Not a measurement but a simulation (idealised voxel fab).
The name of this process module is voxel transistor to metal.
Section cut is 270 nm wide and gridded with 5 nm square cells.
Bands, listed from the top down, are how a cross-section gets written in this document; the cross-section itself is a grid of square cells, and a band is one or more rows of them.
Quick guide to a band line: top height, bottom height (nm) up front; then every material left to right with its width in nm. Only one material and it's marked "all across"? Then it fills the band edge to edge. And "air" just means empty space.
Convention: height 0 is the level below which the wafer, as received, is all one material. The lowest band does not terminate at the bottom but continues downward, represented as "from 0 down".
When a width is written as two numbers, as in "30->40", the first number is the width in the top row of cells of the band and the second is the width in its bottom row, and the width changes by the same amount from each row to the next.
When a step is marked "no modification", none of the cells in the cross-section changed during that step.
Any empty space of 8 cells or more lacking an open way to the top shows up in "Catalogued sealed voids" as width x height at distance, distance from the left edge, in nm.
Where a step's line continues beyond its settings, the continuation is a remark by the simulator itself on that step.
When a step includes a mask, the "overlay nm" setting on its line states how far to the right of its planned place that mask lay, and negative values state how far to the left.
Note: before/after cross-section pairs follow, one process step per pair, after-side truncated at the lowest changed band, step and settings given beneath. Different runs of this module on the same starting wafer may supply the pairs; a pair continues the one above only where the "Incoming profile" entry says so.
# Incoming profile
    from 35 to 25 | 55 nm air  5 nm SiN  20 nm SiCN  5 nm SiN  100 nm air  5 nm SiN  20 nm SiCN  5 nm SiN  55 nm air
    from 25 to 0 | 55 nm air  5 nm SiN  20 nm polySi  5 nm SiN  100 nm air  5 nm SiN  20 nm polySi  5 nm SiN  55 nm air
    from 0 to -5 | 55 nm air  5 nm SiN  20 nm SiO2  5 nm SiN  100 nm air  5 nm SiN  20 nm SiO2  5 nm SiN  55 nm air
    from -5 to -10 | 25 nm air  90 nm Si  40 nm air  90 nm Si  25 nm air
    from -10 to -35 | 25 nm SiO2  90 nm Si  40 nm SiO2  90 nm Si  25 nm SiO2
    from -35 down | Si all across
    Catalogued sealed voids: none
# Post-Step Geometry
    from 35 to 25 | 55 nm air  5 nm SiN  20 nm SiCN  5 nm SiN  100 nm air  5 nm SiN  20 nm SiCN  5 nm SiN  55 nm air
    from 25 to 0 | 55 nm air  5 nm SiN  20 nm polySi  5 nm SiN  100 nm air  5 nm SiN  20 nm polySi  5 nm SiN  55 nm air
    from 0 to -5 | 55 nm air  5 nm SiN  20 nm SiO2  5 nm SiN  100 nm air  5 nm SiN  20 nm SiO2  5 nm SiN  55 nm air
    from -5 to -10 | 55 nm air  30 nm Si  100 nm air  30 nm Si  55 nm air
    from -10 to -20 | 25 nm SiO2  30 nm air  30 nm Si  30 nm air  40 nm SiO2  30 nm air  30 nm Si  30 nm air  25 nm SiO2
    Below a height of -20, the structure has not been altered.
    Catalogued sealed voids: none
Formally, the process step situated between the two cross-sections above is DIRECTIONAL_ETCH: etch materials Si, depth nm 15
Incoming profile: see the after view in the pair directly above.
# Post-Step Geometry
    from 35 to 25 | 55 nm air  5 nm SiN  20 nm SiCN  5 nm SiN  100 nm air  5 nm SiN  20 nm SiCN  5 nm SiN  55 nm air
    from 25 to 15 | 55 nm air  5 nm SiN  20 nm polySi  5 nm SiN  100 nm air  5 nm SiN  20 nm polySi  5 nm SiN  55 nm air
    from 15 to 0 | 35 nm air  20 nm pSi  5 nm SiN  20 nm polySi  5 nm SiN  20 nm pSi  60 nm air  20 nm pSi  5 nm SiN  20 nm polySi  5 nm SiN  20 nm pSi  35 nm air
    from 0 to -5 | 15 nm air  40 nm pSi  5 nm SiN  20 nm SiO2  5 nm SiN  40 nm pSi  20 nm air  40 nm pSi  5 nm SiN  20 nm SiO2  5 nm SiN  40 nm pSi  15 nm air
    from -5 to -10 | 15 nm air  40 nm pSi  30 nm Si  40 nm pSi  20 nm air  40 nm pSi  30 nm Si  40 nm pSi  15 nm air
    from -10 to -20 | 25 nm SiO2  30 nm pSi  30 nm Si  30 nm pSi  40 nm SiO2  30 nm pSi  30 nm Si  30 nm pSi  25 nm SiO2
    Below a height of -20, the structure has not been altered.
    Catalogued sealed voids: none
Formally, the process step situated between the two cross-sections above is EPI: material pSi, thk nm 20
Incoming profile: see the after view in the pair directly above.
# Post-Step Geometry
    from 40 to 35 | SiO2 all across
    from 35 to 25 | 55 nm SiO2  5 nm SiN  20 nm SiCN  5 nm SiN  100 nm SiO2  5 nm SiN  20 nm SiCN  5 nm SiN  55 nm SiO2
    from 25 to 15 | 55 nm SiO2  5 nm SiN  20 nm polySi  5 nm SiN  100 nm SiO2  5 nm SiN  20 nm polySi  5 nm SiN  55 nm SiO2
    from 15 to 0 | 35 nm SiO2  20 nm pSi  5 nm SiN  20 nm polySi  5 nm SiN  20 nm pSi  60 nm SiO2  20 nm pSi  5 nm SiN  20 nm polySi  5 nm SiN  20 nm pSi  35 nm SiO2
    from 0 to -5 | 15 nm SiO2  40 nm pSi  5 nm SiN  20 nm SiO2  5 nm SiN  40 nm pSi  20 nm SiO2  40 nm pSi  5 nm SiN  20 nm SiO2  5 nm SiN  40 nm pSi  15 nm SiO2
    from -5 to -10 | 15 nm SiO2  40 nm pSi  30 nm Si  40 nm pSi  20 nm SiO2  40 nm pSi  30 nm Si  40 nm pSi  15 nm SiO2
    Below a height of -10, the structure has not been altered.
    Catalogued sealed voids: none
Formally, the process step situated between the two cross-sections above is FILL_DEP: material SiO2, thk nm 5
Incoming profile: see the after view in the pair directly above.
# Post-Step Geometry
    from 35 to 25 | 55 nm SiO2  5 nm SiN  20 nm SiCN  5 nm SiN  100 nm SiO2  5 nm SiN  20 nm SiCN  5 nm SiN  55 nm SiO2
    Below a height of 25, the structure has not been altered.
    Catalogued sealed voids: none
Formally, the process step situated between the two cross-sections above is CMP: height nm 35
Incoming profile: see the after view in the pair directly above.
# Post-Step Geometry
    from 50 to 35 | SiO2 all across
    Below a height of 35, the structure has not been altered.
    Catalogued sealed voids: none
Formally, the process step situated between the two cross-sections above is DIRECTIONAL_DEP: material SiO2, thk nm 15
Incoming profile: see the after view in the pair directly above.
# Post-Step Geometry
    from 50 to 35 | 25 nm SiO2  15 nm air  60 nm SiO2  15 nm air  40 nm SiO2  15 nm air  60 nm SiO2  15 nm air  25 nm SiO2
    from 35 to 25 | 25 nm SiO2  15 nm air  15 nm SiO2  5 nm SiN  20 nm SiCN  5 nm SiN  15 nm SiO2  15 nm air  40 nm SiO2  15 nm air  15 nm SiO2  5 nm SiN  20 nm SiCN  5 nm SiN  15 nm SiO2  15 nm air  25 nm SiO2
    from 25 to 15 | 25 nm SiO2  15 nm air  15 nm SiO2  5 nm SiN  20 nm polySi  5 nm SiN  15 nm SiO2  15 nm air  40 nm SiO2  15 nm air  15 nm SiO2  5 nm SiN  20 nm polySi  5 nm SiN  15 nm SiO2  15 nm air  25 nm SiO2
    from 15 to 0 | 25 nm SiO2  10 nm air  20 nm pSi  5 nm SiN  20 nm polySi  5 nm SiN  20 nm pSi  10 nm air  40 nm SiO2  10 nm air  20 nm pSi  5 nm SiN  20 nm polySi  5 nm SiN  20 nm pSi  10 nm air  25 nm SiO2
    Below a height of 0, the structure has not been altered.
    Catalogued sealed voids: none
Formally, the process step situated between the two cross-sections above is MASKED_ETCH: tone open, mask id CONTACT, width nm 15, etch materials SiO2, depth nm 50, overlay nm 0
Incoming profile: see the after view in the pair directly above.
# Post-Step Geometry
    from 55 to 50 | 30 nm TiN  5 nm air  70 nm TiN  5 nm air  50 nm TiN  5 nm air  70 nm TiN  5 nm air  30 nm TiN
    from 50 to 35 | 25 nm SiO2  5 nm TiN  5 nm air  5 nm TiN  60 nm SiO2  5 nm TiN  5 nm air  5 nm TiN  40 nm SiO2  5 nm TiN  5 nm air  5 nm TiN  60 nm SiO2  5 nm TiN  5 nm air  5 nm TiN  25 nm SiO2
    from 35 to 25 | 25 nm SiO2  5 nm TiN  5 nm air  5 nm TiN  15 nm SiO2  5 nm SiN  20 nm SiCN  5 nm SiN  15 nm SiO2  5 nm TiN  5 nm air  5 nm TiN  40 nm SiO2  5 nm TiN  5 nm air  5 nm TiN  15 nm SiO2  5 nm SiN  20 nm SiCN  5 nm SiN  15 nm SiO2  5 nm TiN  5 nm air  5 nm TiN  25 nm SiO2
    from 25 to 20 | 25 nm SiO2  5 nm TiN  5 nm air  5 nm TiN  15 nm SiO2  5 nm SiN  20 nm polySi  5 nm SiN  15 nm SiO2  5 nm TiN  5 nm air  5 nm TiN  40 nm SiO2  5 nm TiN  5 nm air  5 nm TiN  15 nm SiO2  5 nm SiN  20 nm polySi  5 nm SiN  15 nm SiO2  5 nm TiN  5 nm air  5 nm TiN  25 nm SiO2
    from 20 to 15 | 25 nm SiO2  15 nm TiN  15 nm SiO2  5 nm SiN  20 nm polySi  5 nm SiN  15 nm SiO2  15 nm TiN  40 nm SiO2  15 nm TiN  15 nm SiO2  5 nm SiN  20 nm polySi  5 nm SiN  15 nm SiO2  15 nm TiN  25 nm SiO2
    from 15 to 0 | 25 nm SiO2  10 nm TiN  20 nm pSi  5 nm SiN  20 nm polySi  5 nm SiN  20 nm pSi  10 nm TiN  40 nm SiO2  10 nm TiN  20 nm pSi  5 nm SiN  20 nm polySi  5 nm SiN  20 nm pSi  10 nm TiN  25 nm SiO2
    Below a height of 0, the structure has not been altered.
    Catalogued sealed voids: none
Formally, the process step situated between the two cross-sections above is CONFORMAL_DEP: material TiN, thk nm 5
Incoming profile: see the after view in the pair directly above.
# Post-Step Geometry
    from 65 to 55 | Ru all across
    from 55 to 50 | 30 nm TiN  5 nm Ru  70 nm TiN  5 nm Ru  50 nm TiN  5 nm Ru  70 nm TiN  5 nm Ru  30 nm TiN
    from 50 to 35 | 25 nm SiO2  5 nm TiN  5 nm Ru  5 nm TiN  60 nm SiO2  5 nm TiN  5 nm Ru  5 nm TiN  40 nm SiO2  5 nm TiN  5 nm Ru  5 nm TiN  60 nm SiO2  5 nm TiN  5 nm Ru  5 nm TiN  25 nm SiO2
    from 35 to 25 | 25 nm SiO2  5 nm TiN  5 nm Ru  5 nm TiN  15 nm SiO2  5 nm SiN  20 nm SiCN  5 nm SiN  15 nm SiO2  5 nm TiN  5 nm Ru  5 nm TiN  40 nm SiO2  5 nm TiN  5 nm Ru  5 nm TiN  15 nm SiO2  5 nm SiN  20 nm SiCN  5 nm SiN  15 nm SiO2  5 nm TiN  5 nm Ru  5 nm TiN  25 nm SiO2
    from 25 to 20 | 25 nm SiO2  5 nm TiN  5 nm Ru  5 nm TiN  15 nm SiO2  5 nm SiN  20 nm polySi  5 nm SiN  15 nm SiO2  5 nm TiN  5 nm Ru  5 nm TiN  40 nm SiO2  5 nm TiN  5 nm Ru  5 nm TiN  15 nm SiO2  5 nm SiN  20 nm polySi  5 nm SiN  15 nm SiO2  5 nm TiN  5 nm Ru  5 nm TiN  25 nm SiO2
    Below a height of 20, the structure has not been altered.
    Catalogued sealed voids: none
Formally, the process step situated between the two cross-sections above is FILL_DEP: material Ru, thk nm 10
Incoming profile: see the after view in the pair directly above.
# Post-Step Geometry
    from 50 to 35 | 25 nm SiO2  5 nm TiN  5 nm Ru  5 nm TiN  60 nm SiO2  5 nm TiN  5 nm Ru  5 nm TiN  40 nm SiO2  5 nm TiN  5 nm Ru  5 nm TiN  60 nm SiO2  5 nm TiN  5 nm Ru  5 nm TiN  25 nm SiO2
    Below a height of 35, the structure has not been altered.
    Catalogued sealed voids: none
Formally, the process step situated between the two cross-sections above is CMP: height nm 50
Incoming profile: see the after view in the pair directly above.
# Post-Step Geometry
    from 55 to 50 | SiN all across
    Below a height of 50, the structure has not been altered.
    Catalogued sealed voids: none
Formally, the process step situated between the two cross-sections above is CONFORMAL_DEP: material SiN, thk nm 5
Incoming profile: see the after view in the pair directly above.
# Post-Step Geometry
    from 70 to 55 | lowk all across
    Below a height of 55, the structure has not been altered.
    Catalogued sealed voids: none
Formally, the process step situated between the two cross-sections above is DIRECTIONAL_DEP: material lowk, thk nm 15
Incoming profile: see the after view in the pair directly above.
# Post-Step Geometry
    from 90 to 70 | 25 nm resist  15 nm air  60 nm resist  15 nm air  40 nm resist  15 nm air  60 nm resist  15 nm air  25 nm resist
    Below a height of 70, the structure has not been altered.
    Catalogued sealed voids: none
Formally, the process step situated between the two cross-sections above is PATTERN: tone open, mask id METAL_1, material resist, width nm 15, thk nm 20, overlay nm 0
Incoming profile: see the after view in the pair directly above.
# Post-Step Geometry
    from 90 to 70 | 25 nm resist  15 nm air  60 nm resist  15 nm air  40 nm resist  15 nm air  60 nm resist  15 nm air  25 nm resist
    from 70 to 55 | 25 nm lowk  15 nm air  60 nm lowk  15 nm air  40 nm lowk  15 nm air  60 nm lowk  15 nm air  25 nm lowk
    Below a height of 55, the structure has not been altered.
    Catalogued sealed voids: none
Formally, the process step situated between the two cross-sections above is DIRECTIONAL_ETCH: etch materials lowk, depth nm 15
Incoming profile: see the after view in the pair directly above.
# Post-Step Geometry
    from 90 to 70 | 25 nm resist  15 nm air  60 nm resist  15 nm air  40 nm resist  15 nm air  60 nm resist  15 nm air  25 nm resist
    from 70 to 55 | 25 nm lowk  15 nm air  60 nm lowk  15 nm air  40 nm lowk  15 nm air  60 nm lowk  15 nm air  25 nm lowk
    from 55 to 50 | 25 nm SiN  15 nm air  60 nm SiN  15 nm air  40 nm SiN  15 nm air  60 nm SiN  15 nm air  25 nm SiN
    Below a height of 50, the structure has not been altered.
    Catalogued sealed voids: none
Formally, the process step situated between the two cross-sections above is DIRECTIONAL_ETCH: etch materials SiN, depth nm 5
Incoming profile: see the after view in the pair directly above.
# Post-Step Geometry
    from 70 to 55 | 25 nm lowk  15 nm air  60 nm lowk  15 nm air  40 nm lowk  15 nm air  60 nm lowk  15 nm air  25 nm lowk
    Below a height of 55, the structure has not been altered.
    Catalogued sealed voids: none
Formally, the process step situated between the two cross-sections above is STRIP: etch materials resist
Incoming profile: see the after view in the pair directly above.
# Post-Step Geometry
    from 75 to 70 | 30 nm TiN  5 nm air  70 nm TiN  5 nm air  50 nm TiN  5 nm air  70 nm TiN  5 nm air  30 nm TiN
    from 70 to 55 | 25 nm lowk  5 nm TiN  5 nm air  5 nm TiN  60 nm lowk  5 nm TiN  5 nm air  5 nm TiN  40 nm lowk  5 nm TiN  5 nm air  5 nm TiN  60 nm lowk  5 nm TiN  5 nm air  5 nm TiN  25 nm lowk
    from 55 to 50 | 25 nm SiN  15 nm TiN  60 nm SiN  15 nm TiN  40 nm SiN  15 nm TiN  60 nm SiN  15 nm TiN  25 nm SiN
    Below a height of 50, the structure has not been altered.
    Catalogued sealed voids: none
Formally, the process step situated between the two cross-sections above is CONFORMAL_DEP: material TiN, thk nm 5
Incoming profile: see the after view in the pair directly above.
# Post-Step Geometry
    from 80 to 75 | W all across
    from 75 to 70 | 30 nm TiN  5 nm W  70 nm TiN  5 nm W  50 nm TiN  5 nm W  70 nm TiN  5 nm W  30 nm TiN
    from 70 to 55 | 25 nm lowk  5 nm TiN  5 nm W  5 nm TiN  60 nm lowk  5 nm TiN  5 nm W  5 nm TiN  40 nm lowk  5 nm TiN  5 nm W  5 nm TiN  60 nm lowk  5 nm TiN  5 nm W  5 nm TiN  25 nm lowk
    Below a height of 55, the structure has not been altered.
    Catalogued sealed voids: none
Formally, the process step situated between the two cross-sections above is FILL_DEP: material W, thk nm 5
Incoming profile: see the after view in the pair directly above.
# Post-Step Geometry
    from 70 to 55 | 25 nm lowk  5 nm TiN  5 nm W  5 nm TiN  60 nm lowk  5 nm TiN  5 nm W  5 nm TiN  40 nm lowk  5 nm TiN  5 nm W  5 nm TiN  60 nm lowk  5 nm TiN  5 nm W  5 nm TiN  25 nm lowk
    Below a height of 55, the structure has not been altered.
    Catalogued sealed voids: none
Formally, the process step situated between the two cross-sections above is CMP: height nm 70
Incoming profile: see the after view in the pair directly above.
# Post-Step Geometry
    from 75 to 70 | 20 nm air  25 nm Ru  50 nm air  25 nm Ru  30 nm air  25 nm Ru  50 nm air  25 nm Ru  20 nm air
    Below a height of 70, the structure has not been altered.
    Catalogued sealed voids: none
Formally, the process step situated between the two cross-sections above is EPI: material Ru, thk nm 5
Incoming profile: see the after view in the pair directly above.
# Post-Step Geometry
    from 80 to 75 | SiCN all across
    from 75 to 70 | 20 nm SiCN  25 nm Ru  50 nm SiCN  25 nm Ru  30 nm SiCN  25 nm Ru  50 nm SiCN  25 nm Ru  20 nm SiCN
    Below a height of 70, the structure has not been altered.
    Catalogued sealed voids: none
Formally, the process step situated between the two cross-sections above is FILL_DEP: material SiCN, thk nm 5
# Incoming profile
    from 50 to 35 | SiO2 all across
    from 35 to 25 | 50 nm SiO2  5 nm SiN  5 nm SiO2  20 nm SiCN  5 nm SiO2  5 nm SiN  90 nm SiO2  5 nm SiN  5 nm SiO2  20 nm SiCN  5 nm SiO2  5 nm SiN  50 nm SiO2
    from 25 to 15 | 50 nm SiO2  5 nm SiN  5 nm SiO2  20 nm polySi  5 nm SiO2  5 nm SiN  90 nm SiO2  5 nm SiN  5 nm SiO2  20 nm polySi  5 nm SiO2  5 nm SiN  50 nm SiO2
    from 15 to 0 | 30 nm SiO2  20 nm pSi  5 nm SiN  5 nm SiO2  20 nm polySi  5 nm SiO2  5 nm SiN  20 nm pSi  50 nm SiO2  20 nm pSi  5 nm SiN  5 nm SiO2  20 nm polySi  5 nm SiO2  5 nm SiN  20 nm pSi  30 nm SiO2
    from 0 to -5 | 20 nm SiO2  30 nm pSi  40 nm SiO2  30 nm pSi  30 nm SiO2  30 nm pSi  40 nm SiO2  30 nm pSi  20 nm SiO2
    from -5 to -20 | 25 nm SiO2  25 nm pSi  40 nm Si  25 nm pSi  40 nm SiO2  25 nm pSi  40 nm Si  25 nm pSi  25 nm SiO2
    from -20 to -35 | 25 nm SiO2  90 nm Si  40 nm SiO2  90 nm Si  25 nm SiO2
    from -35 down | Si all across
    Catalogued sealed voids: none
# Post-Step Geometry
    from 65 to 35 | SiO2 all across
    Below a height of 35, the structure has not been altered.
    Catalogued sealed voids: none
Formally, the process step situated between the two cross-sections above is DIRECTIONAL_DEP: material SiO2, thk nm 15
Incoming profile: see the after view in the pair directly above.
# Post-Step Geometry
    from 65 to 35 | 25 nm SiO2  15 nm air  60 nm SiO2  15 nm air  40 nm SiO2  15 nm air  60 nm SiO2  15 nm air  25 nm SiO2
    from 35 to 25 | 25 nm SiO2  15 nm air  10 nm SiO2  5 nm SiN  5 nm SiO2  20 nm SiCN  5 nm SiO2  5 nm SiN  10 nm SiO2  15 nm air  40 nm SiO2  15 nm air  10 nm SiO2  5 nm SiN  5 nm SiO2  20 nm SiCN  5 nm SiO2  5 nm SiN  10 nm SiO2  15 nm air  25 nm SiO2
    from 25 to 15 | 25 nm SiO2  15 nm air  10 nm SiO2  5 nm SiN  5 nm SiO2  20 nm polySi  5 nm SiO2  5 nm SiN  10 nm SiO2  15 nm air  40 nm SiO2  15 nm air  10 nm SiO2  5 nm SiN  5 nm SiO2  20 nm polySi  5 nm SiO2  5 nm SiN  10 nm SiO2  15 nm air  25 nm SiO2
    Below a height of 15, the structure has not been altered.
    Catalogued sealed voids: none
Formally, the process step situated between the two cross-sections above is MASKED_ETCH: tone open, mask id CONTACT, width nm 15, etch materials SiO2, depth nm 50, overlay nm 0
Incoming profile: see the after view in the pair directly above.
# Post-Step Geometry
    from 70 to 65 | 30 nm TiN  5 nm air  70 nm TiN  5 nm air  50 nm TiN  5 nm air  70 nm TiN  5 nm air  30 nm TiN
    from 65 to 35 | 25 nm SiO2  5 nm TiN  5 nm air  5 nm TiN  60 nm SiO2  5 nm TiN  5 nm air  5 nm TiN  40 nm SiO2  5 nm TiN  5 nm air  5 nm TiN  60 nm SiO2  5 nm TiN  5 nm air  5 nm TiN  25 nm SiO2
    from 35 to 25 | 25 nm SiO2  5 nm TiN  5 nm air  5 nm TiN  10 nm SiO2  5 nm SiN  5 nm SiO2  20 nm SiCN  5 nm SiO2  5 nm SiN  10 nm SiO2  5 nm TiN  5 nm air  5 nm TiN  40 nm SiO2  5 nm TiN  5 nm air  5 nm TiN  10 nm SiO2  5 nm SiN  5 nm SiO2  20 nm SiCN  5 nm SiO2  5 nm SiN  10 nm SiO2  5 nm TiN  5 nm air  5 nm TiN  25 nm SiO2
    from 25 to 20 | 25 nm SiO2  5 nm TiN  5 nm air  5 nm TiN  10 nm SiO2  5 nm SiN  5 nm SiO2  20 nm polySi  5 nm SiO2  5 nm SiN  10 nm SiO2  5 nm TiN  5 nm air  5 nm TiN  40 nm SiO2  5 nm TiN  5 nm air  5 nm TiN  10 nm SiO2  5 nm SiN  5 nm SiO2  20 nm polySi  5 nm SiO2  5 nm SiN  10 nm SiO2  5 nm TiN  5 nm air  5 nm TiN  25 nm SiO2
    from 20 to 15 | 25 nm SiO2  15 nm TiN  10 nm SiO2  5 nm SiN  5 nm SiO2  20 nm polySi  5 nm SiO2  5 nm SiN  10 nm SiO2  15 nm TiN  40 nm SiO2  15 nm TiN  10 nm SiO2  5 nm SiN  5 nm SiO2  20 nm polySi  5 nm SiO2  5 nm SiN  10 nm SiO2  15 nm TiN  25 nm SiO2
    Below a height of 15, the structure has not been altered.
    Catalogued sealed voids: none
Formally, the process step situated between the two cross-sections above is CONFORMAL_DEP: material TiN, thk nm 5
Incoming profile: see the after view in the pair directly above.
# Post-Step Geometry
    from 80 to 70 | Ru all across
    from 70 to 65 | 30 nm TiN  5 nm Ru  70 nm TiN  5 nm Ru  50 nm TiN  5 nm Ru  70 nm TiN  5 nm Ru  30 nm TiN
    from 65 to 35 | 25 nm SiO2  5 nm TiN  5 nm Ru  5 nm TiN  60 nm SiO2  5 nm TiN  5 nm Ru  5 nm TiN  40 nm SiO2  5 nm TiN  5 nm Ru  5 nm TiN  60 nm SiO2  5 nm TiN  5 nm Ru  5 nm TiN  25 nm SiO2
    from 35 to 25 | 25 nm SiO2  5 nm TiN  5 nm Ru  5 nm TiN  10 nm SiO2  5 nm SiN  5 nm SiO2  20 nm SiCN  5 nm SiO2  5 nm SiN  10 nm SiO2  5 nm TiN  5 nm Ru  5 nm TiN  40 nm SiO2  5 nm TiN  5 nm Ru  5 nm TiN  10 nm SiO2  5 nm SiN  5 nm SiO2  20 nm SiCN  5 nm SiO2  5 nm SiN  10 nm SiO2  5 nm TiN  5 nm Ru  5 nm TiN  25 nm SiO2
    from 25 to 20 | 25 nm SiO2  5 nm TiN  5 nm Ru  5 nm TiN  10 nm SiO2  5 nm SiN  5 nm SiO2  20 nm polySi  5 nm SiO2  5 nm SiN  10 nm SiO2  5 nm TiN  5 nm Ru  5 nm TiN  40 nm SiO2  5 nm TiN  5 nm Ru  5 nm TiN  10 nm SiO2  5 nm SiN  5 nm SiO2  20 nm polySi  5 nm SiO2  5 nm SiN  10 nm SiO2  5 nm TiN  5 nm Ru  5 nm TiN  25 nm SiO2
    Below a height of 20, the structure has not been altered.
    Catalogued sealed voids: none
Formally, the process step situated between the two cross-sections above is FILL_DEP: material Ru, thk nm 10
Incoming profile: see the after view in the pair directly above.
# Post-Step Geometry
    from 50 to 35 | 25 nm SiO2  5 nm TiN  5 nm Ru  5 nm TiN  60 nm SiO2  5 nm TiN  5 nm Ru  5 nm TiN  40 nm SiO2  5 nm TiN  5 nm Ru  5 nm TiN  60 nm SiO2  5 nm TiN  5 nm Ru  5 nm TiN  25 nm SiO2
    Below a height of 35, the structure has not been altered.
    Catalogued sealed voids: none
Formally, the process step situated between the two cross-sections above is CMP: height nm 50
Incoming profile: see the after view in the pair directly above.
# Post-Step Geometry
    from 55 to 50 | SiN all across
    Below a height of 50, the structure has not been altered.
    Catalogued sealed voids: none
Formally, the process step situated between the two cross-sections above is CONFORMAL_DEP: material SiN, thk nm 5
Incoming profile: see the after view in the pair directly above.
# Post-Step Geometry
    from 70 to 55 | lowk all across
    Below a height of 55, the structure has not been altered.
    Catalogued sealed voids: none
Formally, the process step situated between the two cross-sections above is DIRECTIONAL_DEP: material lowk, thk nm 15
Incoming profile: see the after view in the pair directly above.
# Post-Step Geometry
    from 90 to 70 | 25 nm resist  15 nm air  60 nm resist  15 nm air  40 nm resist  15 nm air  60 nm resist  15 nm air  25 nm resist
    Below a height of 70, the structure has not been altered.
    Catalogued sealed voids: none
Formally, the process step situated between the two cross-sections above is PATTERN: tone open, mask id METAL_1, material resist, width nm 15, thk nm 20, overlay nm 0
Incoming profile: see the after view in the pair directly above.
# Post-Step Geometry
    from 90 to 70 | 25 nm resist  15 nm air  60 nm resist  15 nm air  40 nm resist  15 nm air  60 nm resist  15 nm air  25 nm resist
    from 70 to 55 | 25 nm lowk  15 nm air  60 nm lowk  15 nm air  40 nm lowk  15 nm air  60 nm lowk  15 nm air  25 nm lowk
    Below a height of 55, the structure has not been altered.
    Catalogued sealed voids: none
Formally, the process step situated between the two cross-sections above is DIRECTIONAL_ETCH: etch materials lowk, depth nm 15
Incoming profile: see the after view in the pair directly above.
# Post-Step Geometry
    from 90 to 70 | 25 nm resist  15 nm air  60 nm resist  15 nm air  40 nm resist  15 nm air  60 nm resist  15 nm air  25 nm resist
    from 70 to 55 | 25 nm lowk  15 nm air  60 nm lowk  15 nm air  40 nm lowk  15 nm air  60 nm lowk  15 nm air  25 nm lowk
    from 55 to 50 | 25 nm SiN  15 nm air  60 nm SiN  15 nm air  40 nm SiN  15 nm air  60 nm SiN  15 nm air  25 nm SiN
    Below a height of 50, the structure has not been altered.
    Catalogued sealed voids: none
Formally, the process step situated between the two cross-sections above is DIRECTIONAL_ETCH: etch materials SiN, depth nm 5
Incoming profile: see the after view in the pair directly above.
# Post-Step Geometry
    from 70 to 55 | 25 nm lowk  15 nm air  60 nm lowk  15 nm air  40 nm lowk  15 nm air  60 nm lowk  15 nm air  25 nm lowk
    Below a height of 55, the structure has not been altered.
    Catalogued sealed voids: none
Formally, the process step situated between the two cross-sections above is STRIP: etch materials resist
Incoming profile: see the after view in the pair directly above.
# Post-Step Geometry
    from 75 to 70 | 30 nm TiN  5 nm air  70 nm TiN  5 nm air  50 nm TiN  5 nm air  70 nm TiN  5 nm air  30 nm TiN
    from 70 to 55 | 25 nm lowk  5 nm TiN  5 nm air  5 nm TiN  60 nm lowk  5 nm TiN  5 nm air  5 nm TiN  40 nm lowk  5 nm TiN  5 nm air  5 nm TiN  60 nm lowk  5 nm TiN  5 nm air  5 nm TiN  25 nm lowk
    from 55 to 50 | 25 nm SiN  15 nm TiN  60 nm SiN  15 nm TiN  40 nm SiN  15 nm TiN  60 nm SiN  15 nm TiN  25 nm SiN
    Below a height of 50, the structure has not been altered.
    Catalogued sealed voids: none
Formally, the process step situated between the two cross-sections above is CONFORMAL_DEP: material TiN, thk nm 5
Incoming profile: see the after view in the pair directly above.
# Post-Step Geometry
    from 80 to 75 | W all across
    from 75 to 70 | 30 nm TiN  5 nm W  70 nm TiN  5 nm W  50 nm TiN  5 nm W  70 nm TiN  5 nm W  30 nm TiN
    from 70 to 55 | 25 nm lowk  5 nm TiN  5 nm W  5 nm TiN  60 nm lowk  5 nm TiN  5 nm W  5 nm TiN  40 nm lowk  5 nm TiN  5 nm W  5 nm TiN  60 nm lowk  5 nm TiN  5 nm W  5 nm TiN  25 nm lowk
    Below a height of 55, the structure has not been altered.
    Catalogued sealed voids: none
Formally, the process step situated between the two cross-sections above is FILL_DEP: material W, thk nm 5
Incoming profile: see the after view in the pair directly above.
# Post-Step Geometry
    from 70 to 55 | 25 nm lowk  5 nm TiN  5 nm W  5 nm TiN  60 nm lowk  5 nm TiN  5 nm W  5 nm TiN  40 nm lowk  5 nm TiN  5 nm W  5 nm TiN  60 nm lowk  5 nm TiN  5 nm W  5 nm TiN  25 nm lowk
    Below a height of 55, the structure has not been altered.
    Catalogued sealed voids: none
Formally, the process step situated between the two cross-sections above is CMP: height nm 70
Incoming profile: see the after view in the pair directly above.
# Post-Step Geometry
    from 75 to 70 | 20 nm air  25 nm Ru  50 nm air  25 nm Ru  30 nm air  25 nm Ru  50 nm air  25 nm Ru  20 nm air
    Below a height of 70, the structure has not been altered.
    Catalogued sealed voids: none
Formally, the process step situated between the two cross-sections above is EPI: material Ru, thk nm 5
Incoming profile: see the after view in the pair directly above.
# Post-Step Geometry
    from 80 to 75 | SiCN all across
    from 75 to 70 | 20 nm SiCN  25 nm Ru  50 nm SiCN  25 nm Ru  30 nm SiCN  25 nm Ru  50 nm SiCN  25 nm Ru  20 nm SiCN
    Below a height of 70, the structure has not been altered.
    Catalogued sealed voids: none
Formally, the process step situated between the two cross-sections above is FILL_DEP: material SiCN, thk nm 5
# Incoming profile
    from 20 to 5 | 20 nm air  100 nm SiN  30 nm air  100 nm SiN  20 nm air
    from 5 to 0 | SiO2 all across
    from 0 to -35 | 25 nm SiO2  90 nm Si  40 nm SiO2  90 nm Si  25 nm SiO2
    from -35 down | Si all across
    Catalogued sealed voids: none
# Post-Step Geometry
    from 20 to 5 | 20 nm air  100 nm SiN  30 nm air  100 nm SiN  20 nm air
    from 5 to 0 | 25 nm air  90 nm SiO2  40 nm air  90 nm SiO2  25 nm air
    Below a height of 0, the structure has not been altered.
    Catalogued sealed voids: none
Formally, the process step situated between the two cross-sections above is SELECTIVE_ETCH: etch materials SiO2, depth nm 5
Incoming profile: see the after view in the pair directly above.
# Post-Step Geometry
    from 5 to 0 | 25 nm air  90 nm SiO2  40 nm air  90 nm SiO2  25 nm air
    Below a height of 0, the structure has not been altered.
    Catalogued sealed voids: none
Formally, the process step situated between the two cross-sections above is STRIP: etch materials SiN
Incoming profile: see the after view in the pair directly above.
# Post-Step Geometry
    from 30 to 25 | 25 nm air  90 nm polySi  40 nm air  90 nm polySi  25 nm air
    from 25 to 5 | polySi all across
    from 5 to 0 | 25 nm polySi  90 nm SiO2  40 nm polySi  90 nm SiO2  25 nm polySi
    Below a height of 0, the structure has not been altered.
    Catalogued sealed voids: none
Formally, the process step situated between the two cross-sections above is DIRECTIONAL_DEP: material polySi, thk nm 25
Incoming profile: see the after view in the pair directly above.
# Post-Step Geometry
    from 40 to 35 | 25 nm air  90 nm SiCN  40 nm air  90 nm SiCN  25 nm air
    from 35 to 30 | SiCN all across
    from 30 to 25 | 25 nm SiCN  90 nm polySi  40 nm SiCN  90 nm polySi  25 nm SiCN
    Below a height of 25, the structure has not been altered.
    Catalogued sealed voids: none
Formally, the process step situated between the two cross-sections above is DIRECTIONAL_DEP: material SiCN, thk nm 10
